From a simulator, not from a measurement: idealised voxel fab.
process module | voxel wiring stack
cross-section cut | 235 nm wide | cells 5 nm
A cross-section is a grid of square cells, given in bands from the top down. A band is one or more rows of cells.
Each band's line starts with the height of the band's top and of its bottom, in nm. Then come its materials from left to right, each with its width in nm. One material with "throughout" fills the band from edge to edge. "air" is empty space.
Height 0 is the level under which the wafer as received is all one material. The lowest band goes on downwards, as in "0 down".
A width such as "30 to 40" changes by the same amount from each row of cells to the next, from the band's top row to its bottom row.
"no change" after a step means that no cell of the cross-section changed.
closed voids: empty space of 8 cells or more with no open way to the top, each as width x height at its distance from the left edge, in nm
after a step's settings: what the simulator itself notes on the step
overlay nm, on a step with a mask: how far to the right of its planned place the mask lay; to the left if negative
plan
1 op RECEIVE | material Si
2 op CONFORMAL_DEP | material SiO2 | thk nm 15
3 op DIRECTIONAL_DEP | material TiN | thk nm 5
4 op DIRECTIONAL_DEP | material W | thk nm 25
5 op PATTERN | tone cover | mask id METAL_1 | material resist | width nm 20 | pitch nm 40 | thk nm 15 | overlay nm 0
6 op DIRECTIONAL_ETCH | etch materials W | depth nm 25
7 op DIRECTIONAL_ETCH | etch materials TiN | depth nm 5
8 op STRIP | etch materials resist
9 op FILL_DEP | material lowk | thk nm 5
10 op CMP | height nm 45
11 op CONFORMAL_DEP | material SiCN | thk nm 5
12 op DIRECTIONAL_DEP | material SiO2 | thk nm 15
13 op PATTERN | tone open | mask id PLUG_1 | material resist | width nm 15 | pitch nm 40 | thk nm 20 | overlay nm 0
14 op DIRECTIONAL_ETCH | etch materials SiO2 | depth nm 15
15 op DIRECTIONAL_ETCH | etch materials SiCN | depth nm 5
16 op STRIP | etch materials resist
17 op CONFORMAL_DEP | material TiN | thk nm 5
18 op FILL_DEP | material W | thk nm 10
19 op CMP | height nm 65
20 op CONFORMAL_DEP | material SiCN | thk nm 5
21 op DIRECTIONAL_DEP | material SiO2 | thk nm 20
22 op PATTERN | tone open | mask id METAL_2 | material resist | width nm 20 | pitch nm 40 | thk nm 15 | overlay nm 0
23 op DIRECTIONAL_ETCH | etch materials SiO2 | depth nm 20
24 op DIRECTIONAL_ETCH | etch materials SiCN | depth nm 5
25 op STRIP | etch materials resist
26 op CONFORMAL_DEP | material TiN | thk nm 5
27 op FILL_DEP | material Cu | thk nm 10
28 op CMP | height nm 90
29 op EPI | material Ru | thk nm 5
30 op FILL_DEP | material SiCN | thk nm 5
31 op DIRECTIONAL_DEP | material lowk | thk nm 30
32 op PATTERN | tone open | mask id METAL_3 | material resist | width nm 20 | pitch nm 40 | thk nm 20 | overlay nm 0
33 op DIRECTIONAL_ETCH | etch materials lowk | depth nm 20
34 op STRIP | etch materials resist
35 op DIRECTIONAL_DEP | material aC | thk nm 10
36 op PATTERN | tone open | mask id METAL_3_HOLES | material resist | width nm 15 | thk nm 25 | overlay nm 0
37 op DIRECTIONAL_ETCH | etch materials aC | depth nm 10
38 op STRIP | etch materials resist
39 op DIRECTIONAL_ETCH | etch materials lowk | depth nm 10
40 op DIRECTIONAL_ETCH | etch materials SiCN | depth nm 5
41 op STRIP | etch materials aC
42 op CONFORMAL_DEP | material TiN | thk nm 5
43 op FILL_DEP | material Ru | thk nm 5
44 op CMP | height nm 130
45 op CONFORMAL_DEP | material SiCN | thk nm 5
46 op DIRECTIONAL_DEP | material lowk | thk nm 10
47 op DIRECTIONAL_DEP | material aC | thk nm 10
48 op PATTERN | tone open | mask id PLUG_3 | material resist | width nm 15 | pitch nm 40 | thk nm 25 | overlay nm 0
49 op DIRECTIONAL_ETCH | etch materials aC | depth nm 10
50 op STRIP | etch materials resist
51 op DIRECTIONAL_ETCH | etch materials lowk | depth nm 10
52 op DIRECTIONAL_ETCH | etch materials SiCN | depth nm 5
53 op STRIP | etch materials aC
54 op CONFORMAL_DEP | material TiN | thk nm 5
55 op FILL_DEP | material Cu | thk nm 5
56 op CMP | height nm 145
57 op DIRECTIONAL_DEP | material TiN | thk nm 5
58 op DIRECTIONAL_DEP | material Ru | thk nm 15
59 op DIRECTIONAL_DEP | material aC | thk nm 10
60 op PATTERN | tone cover | mask id METAL_4 | material resist | width nm 20 | pitch nm 40 | thk nm 30 | overlay nm 0
61 op DIRECTIONAL_ETCH | etch materials aC | depth nm 10
62 op STRIP | etch materials resist
63 op DIRECTIONAL_ETCH | etch materials Ru | depth nm 15
64 op DIRECTIONAL_ETCH | etch materials TiN | depth nm 5
65 op STRIP | etch materials aC
66 op CONFORMAL_DEP | material SiN | thk nm 5
67 op FILL_DEP | material SiO2 | thk nm 10
68 op CMP | height nm 165
69 op CONFORMAL_DEP | material SiCN | thk nm 5
first wafer, as planned
as received, after step 1
  0 down: Si throughout
  closed voids: none
after step 2
  15 to 0: SiO2 throughout
  below 0: unchanged
after step 3
  20 to 15: TiN throughout
  below 15: unchanged
after step 4
  45 to 20: W throughout
  below 20: unchanged
after step 5
  60 to 45: air 85 | resist 20 | air 20 | resist 20 | air 90
  below 45: unchanged
after step 6
  60 to 45: air 85 | resist 20 | air 20 | resist 20 | air 90
  45 to 20: air 85 | W 20 | air 20 | W 20 | air 90
  below 20: unchanged
after step 7
  60 to 45: air 85 | resist 20 | air 20 | resist 20 | air 90
  45 to 20: air 85 | W 20 | air 20 | W 20 | air 90
  20 to 15: air 85 | TiN 20 | air 20 | TiN 20 | air 90
  below 15: unchanged
after step 8
  45 to 20: air 85 | W 20 | air 20 | W 20 | air 90
  below 20: unchanged
after step 9
  50 to 45: lowk throughout
  45 to 20: lowk 85 | W 20 | lowk 20 | W 20 | lowk 90
  20 to 15: lowk 85 | TiN 20 | lowk 20 | TiN 20 | lowk 90
  below 15: unchanged
after step 10
  45 to 20: lowk 85 | W 20 | lowk 20 | W 20 | lowk 90
  below 20: unchanged
after step 11
  50 to 45: SiCN throughout
  below 45: unchanged
after step 12
  65 to 50: SiO2 throughout
  below 50: unchanged
after step 13
  85 to 65: resist 85 | air 15 | resist 25 | air 15 | resist 95
  below 65: unchanged
after step 14
  85 to 65: resist 85 | air 15 | resist 25 | air 15 | resist 95
  65 to 50: SiO2 85 | air 15 | SiO2 25 | air 15 | SiO2 95
  below 50: unchanged
after step 15
  85 to 65: resist 85 | air 15 | resist 25 | air 15 | resist 95
  65 to 50: SiO2 85 | air 15 | SiO2 25 | air 15 | SiO2 95
  50 to 45: SiCN 85 | air 15 | SiCN 25 | air 15 | SiCN 95
  below 45: unchanged
after step 16
  65 to 50: SiO2 85 | air 15 | SiO2 25 | air 15 | SiO2 95
  below 50: unchanged
after step 17
  70 to 65: TiN 90 | air 5 | TiN 35 | air 5 | TiN 100
  65 to 50: SiO2 85 | TiN 5 | air 5 | TiN 5 | SiO2 25 | TiN 5 | air 5 | TiN 5 | SiO2 95
  50 to 45: SiCN 85 | TiN 15 | SiCN 25 | TiN 15 | SiCN 95
  below 45: unchanged
after step 18
  80 to 70: W throughout
  70 to 65: TiN 90 | W 5 | TiN 35 | W 5 | TiN 100
  65 to 50: SiO2 85 | TiN 5 | W 5 | TiN 5 | SiO2 25 | TiN 5 | W 5 | TiN 5 | SiO2 95
  below 50: unchanged
after step 19
  65 to 50: SiO2 85 | TiN 5 | W 5 | TiN 5 | SiO2 25 | TiN 5 | W 5 | TiN 5 | SiO2 95
  below 50: unchanged
after step 20
  70 to 65: SiCN throughout
  below 65: unchanged
after step 21
  90 to 70: SiO2 throughout
  below 70: unchanged
after step 22
  105 to 90: resist 85 | air 20 | resist 20 | air 20 | resist 90
  below 90: unchanged
after step 23
  105 to 90: resist 85 | air 20 | resist 20 | air 20 | resist 90
  90 to 70: SiO2 85 | air 20 | SiO2 20 | air 20 | SiO2 90
  below 70: unchanged
after step 24
  105 to 90: resist 85 | air 20 | resist 20 | air 20 | resist 90
  90 to 70: SiO2 85 | air 20 | SiO2 20 | air 20 | SiO2 90
  70 to 65: SiCN 85 | air 20 | SiCN 20 | air 20 | SiCN 90
  below 65: unchanged
after step 25
  90 to 70: SiO2 85 | air 20 | SiO2 20 | air 20 | SiO2 90
  below 70: unchanged
after step 26
  95 to 90: TiN 90 | air 10 | TiN 30 | air 10 | TiN 95
  90 to 70: SiO2 85 | TiN 5 | air 10 | TiN 5 | SiO2 20 | TiN 5 | air 10 | TiN 5 | SiO2 90
  70 to 65: SiCN 85 | TiN 20 | SiCN 20 | TiN 20 | SiCN 90
  below 65: unchanged
after step 27
  105 to 95: Cu throughout
  95 to 90: TiN 90 | Cu 10 | TiN 30 | Cu 10 | TiN 95
  90 to 70: SiO2 85 | TiN 5 | Cu 10 | TiN 5 | SiO2 20 | TiN 5 | Cu 10 | TiN 5 | SiO2 90
  below 70: unchanged
after step 28
  90 to 70: SiO2 85 | TiN 5 | Cu 10 | TiN 5 | SiO2 20 | TiN 5 | Cu 10 | TiN 5 | SiO2 90
  below 70: unchanged
after step 29
  95 to 90: air 80 | Ru 30 | air 10 | Ru 30 | air 85
  below 90: unchanged
after step 30
  100 to 95: SiCN throughout
  95 to 90: SiCN 80 | Ru 30 | SiCN 10 | Ru 30 | SiCN 85
  below 90: unchanged
after step 31
  130 to 100: lowk throughout
  below 100: unchanged
after step 32
  150 to 130: resist 85 | air 20 | resist 20 | air 20 | resist 90
  below 130: unchanged
after step 33
  150 to 130: resist 85 | air 20 | resist 20 | air 20 | resist 90
  130 to 110: lowk 85 | air 20 | lowk 20 | air 20 | lowk 90
  below 110: unchanged
after step 34
  130 to 110: lowk 85 | air 20 | lowk 20 | air 20 | lowk 90
  below 110: unchanged
after step 35
  140 to 130: aC 85 | air 20 | aC 20 | air 20 | aC 90
  130 to 120: lowk 85 | air 20 | lowk 20 | air 20 | lowk 90
  120 to 110: lowk 85 | aC 20 | lowk 20 | aC 20 | lowk 90
  below 110: unchanged
after step 36
  165 to 140: resist 85 | air 15 | resist 135
  140 to 130: aC 85 | air 15 | resist 5 | aC 20 | resist 20 | aC 90
  130 to 120: lowk 85 | air 15 | resist 5 | lowk 20 | resist 20 | lowk 90
  below 120: unchanged
after step 37
  155 to 140: resist 85 | air 15 | resist 135
  140 to 130: aC 85 | air 15 | resist 5 | aC 20 | resist 20 | aC 90
  130 to 120: lowk 85 | air 15 | resist 5 | lowk 20 | resist 20 | lowk 90
  120 to 110: lowk 85 | air 15 | aC 5 | lowk 20 | aC 20 | lowk 90
  below 110: unchanged
after step 38
  140 to 130: aC 85 | air 20 | aC 20 | air 20 | aC 90
  130 to 120: lowk 85 | air 20 | lowk 20 | air 20 | lowk 90
  below 120: unchanged
after step 39
  140 to 130: aC 85 | air 20 | aC 20 | air 20 | aC 90
  130 to 120: lowk 85 | air 20 | lowk 20 | air 20 | lowk 90
  120 to 110: lowk 85 | air 15 | aC 5 | lowk 20 | aC 20 | lowk 90
  110 to 100: lowk 85 | air 15 | lowk 135
  below 100: unchanged
after step 40
  140 to 130: aC 85 | air 20 | aC 20 | air 20 | aC 90
  130 to 120: lowk 85 | air 20 | lowk 20 | air 20 | lowk 90
  120 to 110: lowk 85 | air 15 | aC 5 | lowk 20 | aC 20 | lowk 90
  110 to 100: lowk 85 | air 15 | lowk 135
  100 to 95: SiCN 85 | air 15 | SiCN 135
  below 95: unchanged
after step 41
  130 to 110: lowk 85 | air 20 | lowk 20 | air 20 | lowk 90
  below 110: unchanged
after step 42
  135 to 130: TiN 90 | air 10 | TiN 30 | air 10 | TiN 95
  130 to 115: lowk 85 | TiN 5 | air 10 | TiN 5 | lowk 20 | TiN 5 | air 10 | TiN 5 | lowk 90
  115 to 110: lowk 85 | TiN 5 | air 5 | TiN 10 | lowk 20 | TiN 20 | lowk 90
  110 to 100: lowk 85 | TiN 5 | air 5 | TiN 5 | lowk 135
  100 to 95: SiCN 85 | TiN 15 | SiCN 135
  below 95: unchanged
after step 43
  140 to 135: Ru throughout
  135 to 130: TiN 90 | Ru 10 | TiN 30 | Ru 10 | TiN 95
  130 to 115: lowk 85 | TiN 5 | Ru 10 | TiN 5 | lowk 20 | TiN 5 | Ru 10 | TiN 5 | lowk 90
  115 to 110: lowk 85 | TiN 5 | Ru 5 | TiN 10 | lowk 20 | TiN 20 | lowk 90
  110 to 100: lowk 85 | TiN 5 | Ru 5 | TiN 5 | lowk 135
  below 100: unchanged
after step 44
  130 to 115: lowk 85 | TiN 5 | Ru 10 | TiN 5 | lowk 20 | TiN 5 | Ru 10 | TiN 5 | lowk 90
  below 115: unchanged
after step 45
  135 to 130: SiCN throughout
  below 130: unchanged
after step 46
  145 to 135: lowk throughout
  below 135: unchanged
after step 47
  155 to 145: aC throughout
  below 145: unchanged
after step 48
  180 to 155: resist 85 | air 15 | resist 25 | air 15 | resist 95
  below 155: unchanged
after step 49
  170 to 155: resist 85 | air 15 | resist 25 | air 15 | resist 95
  155 to 145: aC 85 | air 15 | aC 25 | air 15 | aC 95
  below 145: unchanged
after step 50
  155 to 145: aC 85 | air 15 | aC 25 | air 15 | aC 95
  below 145: unchanged
after step 51
  155 to 145: aC 85 | air 15 | aC 25 | air 15 | aC 95
  145 to 135: lowk 85 | air 15 | lowk 25 | air 15 | lowk 95
  below 135: unchanged
after step 52
  155 to 145: aC 85 | air 15 | aC 25 | air 15 | aC 95
  145 to 135: lowk 85 | air 15 | lowk 25 | air 15 | lowk 95
  135 to 130: SiCN 85 | air 15 | SiCN 25 | air 15 | SiCN 95
  below 130: unchanged
after step 53
  145 to 135: lowk 85 | air 15 | lowk 25 | air 15 | lowk 95
  below 135: unchanged
after step 54
  150 to 145: TiN 90 | air 5 | TiN 35 | air 5 | TiN 100
  145 to 135: lowk 85 | TiN 5 | air 5 | TiN 5 | lowk 25 | TiN 5 | air 5 | TiN 5 | lowk 95
  135 to 130: SiCN 85 | TiN 15 | SiCN 25 | TiN 15 | SiCN 95
  below 130: unchanged
after step 55
  155 to 150: Cu throughout
  150 to 145: TiN 90 | Cu 5 | TiN 35 | Cu 5 | TiN 100
  145 to 135: lowk 85 | TiN 5 | Cu 5 | TiN 5 | lowk 25 | TiN 5 | Cu 5 | TiN 5 | lowk 95
  below 135: unchanged
after step 56
  145 to 135: lowk 85 | TiN 5 | Cu 5 | TiN 5 | lowk 25 | TiN 5 | Cu 5 | TiN 5 | lowk 95
  below 135: unchanged
after step 57
  150 to 145: TiN throughout
  below 145: unchanged
after step 58
  165 to 150: Ru throughout
  below 150: unchanged
after step 59
  175 to 165: aC throughout
  below 165: unchanged
after step 60
  205 to 175: air 85 | resist 20 | air 20 | resist 20 | air 90
  below 175: unchanged
after step 61
  195 to 175: air 85 | resist 20 | air 20 | resist 20 | air 90
  175 to 165: air 85 | aC 20 | air 20 | aC 20 | air 90
  below 165: unchanged
after step 62
  175 to 165: air 85 | aC 20 | air 20 | aC 20 | air 90
  below 165: unchanged
after step 63
  175 to 165: air 85 | aC 20 | air 20 | aC 20 | air 90
  165 to 150: air 85 | Ru 20 | air 20 | Ru 20 | air 90
  below 150: unchanged
after step 64
  175 to 165: air 85 | aC 20 | air 20 | aC 20 | air 90
  165 to 150: air 85 | Ru 20 | air 20 | Ru 20 | air 90
  150 to 145: air 85 | TiN 20 | air 20 | TiN 20 | air 90
  below 145: unchanged
after step 65
  165 to 150: air 85 | Ru 20 | air 20 | Ru 20 | air 90
  below 150: unchanged
after step 66
  170 to 165: air 80 | SiN 30 | air 10 | SiN 30 | air 85
  165 to 150: air 80 | SiN 5 | Ru 20 | SiN 5 | air 10 | SiN 5 | Ru 20 | SiN 5 | air 85
  150 to 145: SiN 85 | TiN 20 | SiN 20 | TiN 20 | SiN 90
  below 145: unchanged
after step 67
  180 to 170: SiO2 throughout
  170 to 165: SiO2 80 | SiN 30 | SiO2 10 | SiN 30 | SiO2 85
  165 to 150: SiO2 80 | SiN 5 | Ru 20 | SiN 5 | SiO2 10 | SiN 5 | Ru 20 | SiN 5 | SiO2 85
  below 150: unchanged
after step 68
  165 to 150: SiO2 80 | SiN 5 | Ru 20 | SiN 5 | SiO2 10 | SiN 5 | Ru 20 | SiN 5 | SiO2 85
  below 150: unchanged
after step 69
  170 to 165: SiCN throughout
  below 165: unchanged
second wafer: like start, like plan, one mistake. Through step 35 it matches the first wafer
when step 36 should have ended
  165 to 140: resist 85 | air 20 | resist 130
  140 to 130: aC 85 | air 20 | aC 20 | resist 20 | aC 90
  130 to 120: lowk 85 | air 20 | lowk 20 | resist 20 | lowk 90
  below 120: unchanged
when step 37 should have ended
  155 to 140: resist 85 | air 20 | resist 130
  140 to 130: aC 85 | air 20 | aC 20 | resist 20 | aC 90
  130 to 120: lowk 85 | air 20 | lowk 20 | resist 20 | lowk 90
  120 to 110: lowk 85 | air 20 | lowk 20 | aC 20 | lowk 90
  below 110: unchanged
when step 38 should have ended
  140 to 130: aC 85 | air 20 | aC 20 | air 20 | aC 90
  130 to 120: lowk 85 | air 20 | lowk 20 | air 20 | lowk 90
  below 120: unchanged
when step 39 should have ended
  140 to 130: aC 85 | air 20 | aC 20 | air 20 | aC 90
  130 to 120: lowk 85 | air 20 | lowk 20 | air 20 | lowk 90
  120 to 110: lowk 85 | air 20 | lowk 20 | aC 20 | lowk 90
  110 to 100: lowk 85 | air 20 | lowk 130
  below 100: unchanged
when step 40 should have ended
  140 to 130: aC 85 | air 20 | aC 20 | air 20 | aC 90
  130 to 120: lowk 85 | air 20 | lowk 20 | air 20 | lowk 90
  120 to 110: lowk 85 | air 20 | lowk 20 | aC 20 | lowk 90
  110 to 100: lowk 85 | air 20 | lowk 130
  100 to 95: SiCN 85 | air 20 | SiCN 130
  below 95: unchanged
when step 41 should have ended
  130 to 110: lowk 85 | air 20 | lowk 20 | air 20 | lowk 90
  below 110: unchanged
when step 42 should have ended
  135 to 130: TiN 90 | air 10 | TiN 30 | air 10 | TiN 95
  130 to 115: lowk 85 | TiN 5 | air 10 | TiN 5 | lowk 20 | TiN 5 | air 10 | TiN 5 | lowk 90
  115 to 110: lowk 85 | TiN 5 | air 10 | TiN 5 | lowk 20 | TiN 20 | lowk 90
  110 to 100: lowk 85 | TiN 5 | air 10 | TiN 5 | lowk 130
  100 to 95: SiCN 85 | TiN 20 | SiCN 130
  below 95: unchanged
when step 43 should have ended
  140 to 135: Ru throughout
  135 to 130: TiN 90 | Ru 10 | TiN 30 | Ru 10 | TiN 95
  130 to 115: lowk 85 | TiN 5 | Ru 10 | TiN 5 | lowk 20 | TiN 5 | Ru 10 | TiN 5 | lowk 90
  115 to 110: lowk 85 | TiN 5 | Ru 10 | TiN 5 | lowk 20 | TiN 20 | lowk 90
  110 to 100: lowk 85 | TiN 5 | Ru 10 | TiN 5 | lowk 130
  below 100: unchanged
when step 44 should have ended
  130 to 115: lowk 85 | TiN 5 | Ru 10 | TiN 5 | lowk 20 | TiN 5 | Ru 10 | TiN 5 | lowk 90
  below 115: unchanged
when step 45 should have ended
  135 to 130: SiCN throughout
  below 130: unchanged
when step 46 should have ended
  145 to 135: lowk throughout
  below 135: unchanged
when step 47 should have ended
  155 to 145: aC throughout
  below 145: unchanged
when step 48 should have ended
  180 to 155: resist 85 | air 15 | resist 25 | air 15 | resist 95
  below 155: unchanged
when step 49 should have ended
  170 to 155: resist 85 | air 15 | resist 25 | air 15 | resist 95
  155 to 145: aC 85 | air 15 | aC 25 | air 15 | aC 95
  below 145: unchanged
when step 50 should have ended
  155 to 145: aC 85 | air 15 | aC 25 | air 15 | aC 95
  below 145: unchanged
when step 51 should have ended
  155 to 145: aC 85 | air 15 | aC 25 | air 15 | aC 95
  145 to 135: lowk 85 | air 15 | lowk 25 | air 15 | lowk 95
  below 135: unchanged
when step 52 should have ended
  155 to 145: aC 85 | air 15 | aC 25 | air 15 | aC 95
  145 to 135: lowk 85 | air 15 | lowk 25 | air 15 | lowk 95
  135 to 130: SiCN 85 | air 15 | SiCN 25 | air 15 | SiCN 95
  below 130: unchanged
when step 53 should have ended
  145 to 135: lowk 85 | air 15 | lowk 25 | air 15 | lowk 95
  below 135: unchanged
when step 54 should have ended
  150 to 145: TiN 90 | air 5 | TiN 35 | air 5 | TiN 100
  145 to 135: lowk 85 | TiN 5 | air 5 | TiN 5 | lowk 25 | TiN 5 | air 5 | TiN 5 | lowk 95
  135 to 130: SiCN 85 | TiN 15 | SiCN 25 | TiN 15 | SiCN 95
  below 130: unchanged
when step 55 should have ended
  155 to 150: Cu throughout
  150 to 145: TiN 90 | Cu 5 | TiN 35 | Cu 5 | TiN 100
  145 to 135: lowk 85 | TiN 5 | Cu 5 | TiN 5 | lowk 25 | TiN 5 | Cu 5 | TiN 5 | lowk 95
  below 135: unchanged
when step 56 should have ended
  145 to 135: lowk 85 | TiN 5 | Cu 5 | TiN 5 | lowk 25 | TiN 5 | Cu 5 | TiN 5 | lowk 95
  below 135: unchanged
when step 57 should have ended
  150 to 145: TiN throughout
  below 145: unchanged
when step 58 should have ended
  165 to 150: Ru throughout
  below 150: unchanged
when step 59 should have ended
  175 to 165: aC throughout
  below 165: unchanged
when step 60 should have ended
  205 to 175: air 85 | resist 20 | air 20 | resist 20 | air 90
  below 175: unchanged
when step 61 should have ended
  195 to 175: air 85 | resist 20 | air 20 | resist 20 | air 90
  175 to 165: air 85 | aC 20 | air 20 | aC 20 | air 90
  below 165: unchanged
when step 62 should have ended
  175 to 165: air 85 | aC 20 | air 20 | aC 20 | air 90
  below 165: unchanged
when step 63 should have ended
  175 to 165: air 85 | aC 20 | air 20 | aC 20 | air 90
  165 to 150: air 85 | Ru 20 | air 20 | Ru 20 | air 90
  below 150: unchanged
when step 64 should have ended
  175 to 165: air 85 | aC 20 | air 20 | aC 20 | air 90
  165 to 150: air 85 | Ru 20 | air 20 | Ru 20 | air 90
  150 to 145: air 85 | TiN 20 | air 20 | TiN 20 | air 90
  below 145: unchanged
when step 65 should have ended
  165 to 150: air 85 | Ru 20 | air 20 | Ru 20 | air 90
  below 150: unchanged
when step 66 should have ended
  170 to 165: air 80 | SiN 30 | air 10 | SiN 30 | air 85
  165 to 150: air 80 | SiN 5 | Ru 20 | SiN 5 | air 10 | SiN 5 | Ru 20 | SiN 5 | air 85
  150 to 145: SiN 85 | TiN 20 | SiN 20 | TiN 20 | SiN 90
  below 145: unchanged
when step 67 should have ended
  180 to 170: SiO2 throughout
  170 to 165: SiO2 80 | SiN 30 | SiO2 10 | SiN 30 | SiO2 85
  165 to 150: SiO2 80 | SiN 5 | Ru 20 | SiN 5 | SiO2 10 | SiN 5 | Ru 20 | SiN 5 | SiO2 85
  below 150: unchanged
when step 68 should have ended
  165 to 150: SiO2 80 | SiN 5 | Ru 20 | SiN 5 | SiO2 10 | SiN 5 | Ru 20 | SiN 5 | SiO2 85
  below 150: unchanged
when step 69 should have ended
  170 to 165: SiCN throughout
  below 165: unchanged
what went wrong: step 36 ran as: op PATTERN | tone open | mask id METAL_3_HOLES | material resist | width nm 20 | thk nm 25 | overlay nm 0
at the end the second wafer has, in cells: 3 more of Ru | 1 fewer of SiCN | 2 fewer of lowk
